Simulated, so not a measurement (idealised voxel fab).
Process module under the name voxel self aligned contacts
Each square cell in cross-section cut measures 5 nm, and the section as a whole is 255 nm wide.
Bands, listed from the top down, are how a cross-section gets written in this document; the cross-section itself is a grid of square cells, and a band is one or more rows of them.
This entry defines a band. It first specifies the height of the band's top and the height of its bottom in nm, and then specifies the band's materials from left to right, stating each material with its width in nm. The word "edge to edge" identifies a single material that fills the band from edge to edge, while the word "empty" identifies empty space.
We count height from 0. Below that, the starting wafer is all one material. The lowest band never ends at the bottom but goes on down; see "0 nm and below" for how that is written.
When a width is written as two numbers, as in "30..40", the first number is the width in the top row of cells of the band and the second is the width in its bottom row, and the width changes by the same amount from each row to the next.
Step marked "nothing changed"? Then no cell in the cross-section changed in it.
Any empty space of 8 cells or more lacking an open way to the top shows up in "Fully sealed cavities" as width x height at distance, distance from the left edge, in nm.
If you see something after the settings on a step's line, that's the simulator's own remark about that step.
You can add "overlay nm" to a step's line. For a step with a mask, it describes how far the mask lay to the right of its planned position, and a negative number describes a lay to the left.

[Set out below are the planned steps of the process]
1. op RECEIVE | material Si
2. op CONFORMAL_DEP | material SiO2 | thk nm 5
3. op DIRECTIONAL_DEP | material polySi | thk nm 30
4. op DIRECTIONAL_DEP | material SiN | thk nm 20
5. op MASKED_ETCH | tone cover | mask id GATE | width nm 35 | pitch nm 80 | etch materials SiN | depth nm 20 | overlay nm 0
6. op MASKED_ETCH | tone cover | mask id GATE | width nm 35 | pitch nm 80 | etch materials polySi | depth nm 30 | overlay nm 0
7. op CONFORMAL_DEP | material SiN | thk nm 10
8. op DIRECTIONAL_ETCH | etch materials SiN | depth nm 10
9. op FILL_DEP | material SiO2 | thk nm 15
10. op CMP | height nm 65
11. op PATTERN | tone open | mask id CONTACT | material resist | width nm 65 | thk nm 20 | overlay nm 0
12. op DIRECTIONAL_ETCH | etch materials SiO2 | depth nm 65
13. op STRIP | etch materials resist
14. op CONFORMAL_DEP | material TiN | thk nm 5
15. op FILL_DEP | material Ru | thk nm 5
16. op CMP | height nm 65
17. op CONFORMAL_DEP | material SiCN | thk nm 5

[Of two wafers, the first: run according to plan]

[Step 1 complete: cross-section of the wafer as received]
  0 nm and below  Si edge to edge
  Fully sealed cavities: none

[Wafer after step 2 (cross-section)]
  5 nm to 0 nm  SiO2 edge to edge
  All layers under 0 are left as they were.

[Wafer after step 3 (cross-section)]
  35 nm to 5 nm  polySi edge to edge
  All layers under 5 are left as they were.

[Wafer after step 4 (cross-section)]
  55 nm to 35 nm  SiN edge to edge
  All layers under 35 are left as they were.

[Wafer after step 5 (cross-section)]
  55 nm to 35 nm  70 nm empty, then 35 nm SiN, then 45 nm empty, then 35 nm SiN, then 70 nm empty
  All layers under 35 are left as they were.

[Wafer after step 6 (cross-section)]
  55 nm to 35 nm  70 nm empty, then 35 nm SiN, then 45 nm empty, then 35 nm SiN, then 70 nm empty
  35 nm to 5 nm  70 nm empty, then 35 nm polySi, then 45 nm empty, then 35 nm polySi, then 70 nm empty
  All layers under 5 are left as they were.

[Wafer after step 7 (cross-section)]
  65 nm to 35 nm  60 nm empty, then 55 nm SiN, then 25 nm empty, then 55 nm SiN, then 60 nm empty
  35 nm to 15 nm  60 nm empty, then 10 nm SiN, then 35 nm polySi, then 10 nm SiN, then 25 nm empty, then 10 nm SiN, then 35 nm polySi, then 10 nm SiN, then 60 nm empty
  15 nm to 5 nm  70 nm SiN, then 35 nm polySi, then 45 nm SiN, then 35 nm polySi, then 70 nm SiN
  All layers under 5 are left as they were.

[Wafer after step 8 (cross-section)]
  55 nm to 35 nm  60 nm empty, then 55 nm SiN, then 25 nm empty, then 55 nm SiN, then 60 nm empty
  35 nm to 5 nm  60 nm empty, then 10 nm SiN, then 35 nm polySi, then 10 nm SiN, then 25 nm empty, then 10 nm SiN, then 35 nm polySi, then 10 nm SiN, then 60 nm empty
  All layers under 5 are left as they were.

[Wafer after step 9 (cross-section)]
  70 nm to 55 nm  SiO2 edge to edge
  55 nm to 35 nm  60 nm SiO2, then 55 nm SiN, then 25 nm SiO2, then 55 nm SiN, then 60 nm SiO2
  35 nm to 5 nm  60 nm SiO2, then 10 nm SiN, then 35 nm polySi, then 10 nm SiN, then 25 nm SiO2, then 10 nm SiN, then 35 nm polySi, then 10 nm SiN, then 60 nm SiO2
  All layers under 5 are left as they were.

[Wafer after step 10 (cross-section)]
  65 nm to 55 nm  SiO2 edge to edge
  All layers under 55 are left as they were.

[Wafer after step 11 (cross-section)]
  85 nm to 65 nm  95 nm resist, then 65 nm empty, then 95 nm resist
  All layers under 65 are left as they were.

[Wafer after step 12 (cross-section)]
  85 nm to 65 nm  95 nm resist, then 65 nm empty, then 95 nm resist
  65 nm to 55 nm  95 nm SiO2, then 65 nm empty, then 95 nm SiO2
  55 nm to 35 nm  60 nm SiO2, then 55 nm SiN, then 25 nm empty, then 55 nm SiN, then 60 nm SiO2
  35 nm to 5 nm  60 nm SiO2, then 10 nm SiN, then 35 nm polySi, then 10 nm SiN, then 25 nm empty, then 10 nm SiN, then 35 nm polySi, then 10 nm SiN, then 60 nm SiO2
  5 nm to 0 nm  115 nm SiO2, then 25 nm empty, then 115 nm SiO2
  All layers under 0 are left as they were.

[Wafer after step 13 (cross-section)]
  65 nm to 55 nm  95 nm SiO2, then 65 nm empty, then 95 nm SiO2
  All layers under 55 are left as they were.

[Wafer after step 14 (cross-section)]
  70 nm to 65 nm  100 nm TiN, then 55 nm empty, then 100 nm TiN
  65 nm to 55 nm  95 nm SiO2, then 5..25 nm TiN, then 55..15 nm empty, then 5..25 nm TiN, then 95 nm SiO2
  55 nm to 35 nm  60 nm SiO2, then 55 nm SiN, then 5 nm TiN, then 15 nm empty, then 5 nm TiN, then 55 nm SiN, then 60 nm SiO2
  35 nm to 5 nm  60 nm SiO2, then 10 nm SiN, then 35 nm polySi, then 10 nm SiN, then 5 nm TiN, then 15 nm empty, then 5 nm TiN, then 10 nm SiN, then 35 nm polySi, then 10 nm SiN, then 60 nm SiO2
  5 nm to 0 nm  115 nm SiO2, then 25 nm TiN, then 115 nm SiO2
  All layers under 0 are left as they were.

[Wafer after step 15 (cross-section)]
  75 nm to 70 nm  Ru edge to edge
  70 nm to 65 nm  100 nm TiN, then 55 nm Ru, then 100 nm TiN
  65 nm to 55 nm  95 nm SiO2, then 5..25 nm TiN, then 55..15 nm Ru, then 5..25 nm TiN, then 95 nm SiO2
  55 nm to 35 nm  60 nm SiO2, then 55 nm SiN, then 5 nm TiN, then 15 nm Ru, then 5 nm TiN, then 55 nm SiN, then 60 nm SiO2
  35 nm to 5 nm  60 nm SiO2, then 10 nm SiN, then 35 nm polySi, then 10 nm SiN, then 5 nm TiN, then 15 nm Ru, then 5 nm TiN, then 10 nm SiN, then 35 nm polySi, then 10 nm SiN, then 60 nm SiO2
  All layers under 5 are left as they were.

[Wafer after step 16 (cross-section)]
  65 nm to 55 nm  95 nm SiO2, then 5..25 nm TiN, then 55..15 nm Ru, then 5..25 nm TiN, then 95 nm SiO2
  All layers under 55 are left as they were.

[Wafer after step 17 (cross-section)]
  70 nm to 65 nm  SiCN edge to edge
  All layers under 65 are left as they were.

[The second wafer was prepared from the same starting point and under the same plan as the first; its processing contained one mistake, and it remains indistinguishable from the first wafer up to and including step 4]

[Cross-section of the second wafer corresponding to the planned conclusion of step 5]
  55 nm to 35 nm  75 nm empty, then 25 nm SiN, then 55 nm empty, then 25 nm SiN, then 75 nm empty
  All layers under 35 are left as they were.

[Cross-section of the second wafer corresponding to the planned conclusion of step 6]
  55 nm to 35 nm  75 nm empty, then 25 nm SiN, then 55 nm empty, then 25 nm SiN, then 75 nm empty
  35 nm to 5 nm  70 nm empty, then 35 nm polySi, then 45 nm empty, then 35 nm polySi, then 70 nm empty
  All layers under 5 are left as they were.

[Cross-section of the second wafer corresponding to the planned conclusion of step 7]
  65 nm to 45 nm  65 nm empty, then 45 nm SiN, then 35 nm empty, then 45 nm SiN, then 65 nm empty
  45 nm to 35 nm  60 nm empty, then 55 nm SiN, then 25 nm empty, then 55 nm SiN, then 60 nm empty
  35 nm to 15 nm  60 nm empty, then 10 nm SiN, then 35 nm polySi, then 10 nm SiN, then 25 nm empty, then 10 nm SiN, then 35 nm polySi, then 10 nm SiN, then 60 nm empty
  15 nm to 5 nm  70 nm SiN, then 35 nm polySi, then 45 nm SiN, then 35 nm polySi, then 70 nm SiN
  All layers under 5 are left as they were.

[Cross-section of the second wafer corresponding to the planned conclusion of step 8]
  55 nm to 35 nm  65 nm empty, then 45 nm SiN, then 35 nm empty, then 45 nm SiN, then 65 nm empty
  35 nm to 5 nm  60 nm empty, then 10 nm SiN, then 35 nm polySi, then 10 nm SiN, then 25 nm empty, then 10 nm SiN, then 35 nm polySi, then 10 nm SiN, then 60 nm empty
  All layers under 5 are left as they were.

[Cross-section of the second wafer corresponding to the planned conclusion of step 9]
  70 nm to 55 nm  SiO2 edge to edge
  55 nm to 35 nm  65 nm SiO2, then 45 nm SiN, then 35 nm SiO2, then 45 nm SiN, then 65 nm SiO2
  35 nm to 5 nm  60 nm SiO2, then 10 nm SiN, then 35 nm polySi, then 10 nm SiN, then 25 nm SiO2, then 10 nm SiN, then 35 nm polySi, then 10 nm SiN, then 60 nm SiO2
  All layers under 5 are left as they were.

[Cross-section of the second wafer corresponding to the planned conclusion of step 10]
  65 nm to 55 nm  SiO2 edge to edge
  All layers under 55 are left as they were.

[Cross-section of the second wafer corresponding to the planned conclusion of step 11]
  85 nm to 65 nm  95 nm resist, then 65 nm empty, then 95 nm resist
  All layers under 65 are left as they were.

[Cross-section of the second wafer corresponding to the planned conclusion of step 12]
  85 nm to 65 nm  95 nm resist, then 65 nm empty, then 95 nm resist
  65 nm to 55 nm  95 nm SiO2, then 65 nm empty, then 95 nm SiO2
  55 nm to 35 nm  65 nm SiO2, then 45 nm SiN, then 35 nm empty, then 45 nm SiN, then 65 nm SiO2
  35 nm to 5 nm  60 nm SiO2, then 10 nm SiN, then 35 nm polySi, then 10 nm SiN, then 25 nm empty, then 10 nm SiN, then 35 nm polySi, then 10 nm SiN, then 60 nm SiO2
  5 nm to 0 nm  115 nm SiO2, then 25 nm empty, then 115 nm SiO2
  All layers under 0 are left as they were.

[Cross-section of the second wafer corresponding to the planned conclusion of step 13]
  65 nm to 55 nm  95 nm SiO2, then 65 nm empty, then 95 nm SiO2
  All layers under 55 are left as they were.

[Cross-section of the second wafer corresponding to the planned conclusion of step 14]
  70 nm to 65 nm  100 nm TiN, then 55 nm empty, then 100 nm TiN
  65 nm to 55 nm  95 nm SiO2, then 5..20 nm TiN, then 55..25 nm empty, then 5..20 nm TiN, then 95 nm SiO2
  55 nm to 40 nm  65 nm SiO2, then 45 nm SiN, then 5 nm TiN, then 25 nm empty, then 5 nm TiN, then 45 nm SiN, then 65 nm SiO2
  40 nm to 35 nm  65 nm SiO2, then 45 nm SiN, then 10 nm TiN, then 15 nm empty, then 10 nm TiN, then 45 nm SiN, then 65 nm SiO2
  35 nm to 5 nm  60 nm SiO2, then 10 nm SiN, then 35 nm polySi, then 10 nm SiN, then 5 nm TiN, then 15 nm empty, then 5 nm TiN, then 10 nm SiN, then 35 nm polySi, then 10 nm SiN, then 60 nm SiO2
  5 nm to 0 nm  115 nm SiO2, then 25 nm TiN, then 115 nm SiO2
  All layers under 0 are left as they were.

[Cross-section of the second wafer corresponding to the planned conclusion of step 15]
  75 nm to 70 nm  Ru edge to edge
  70 nm to 65 nm  100 nm TiN, then 55 nm Ru, then 100 nm TiN
  65 nm to 55 nm  95 nm SiO2, then 5..20 nm TiN, then 55..25 nm Ru, then 5..20 nm TiN, then 95 nm SiO2
  55 nm to 40 nm  65 nm SiO2, then 45 nm SiN, then 5 nm TiN, then 25 nm Ru, then 5 nm TiN, then 45 nm SiN, then 65 nm SiO2
  40 nm to 35 nm  65 nm SiO2, then 45 nm SiN, then 10 nm TiN, then 15 nm Ru, then 10 nm TiN, then 45 nm SiN, then 65 nm SiO2
  35 nm to 5 nm  60 nm SiO2, then 10 nm SiN, then 35 nm polySi, then 10 nm SiN, then 5 nm TiN, then 15 nm Ru, then 5 nm TiN, then 10 nm SiN, then 35 nm polySi, then 10 nm SiN, then 60 nm SiO2
  All layers under 5 are left as they were.

[Cross-section of the second wafer corresponding to the planned conclusion of step 16]
  65 nm to 55 nm  95 nm SiO2, then 5..20 nm TiN, then 55..25 nm Ru, then 5..20 nm TiN, then 95 nm SiO2
  All layers under 55 are left as they were.

[Cross-section of the second wafer corresponding to the planned conclusion of step 17]
  70 nm to 65 nm  SiCN edge to edge
  All layers under 65 are left as they were.
Finding, execution versus plan: step 5: run off-plan, actual operation and settings op MASKED_ETCH | tone cover | mask id GATE | width nm 25 | pitch nm 80 | etch materials SiN | depth nm 20 | overlay nm 0
End check, counted in cells, second wafer has more or fewer of these materials than the first: +8 Ru; -16 SiN; +8 SiO2
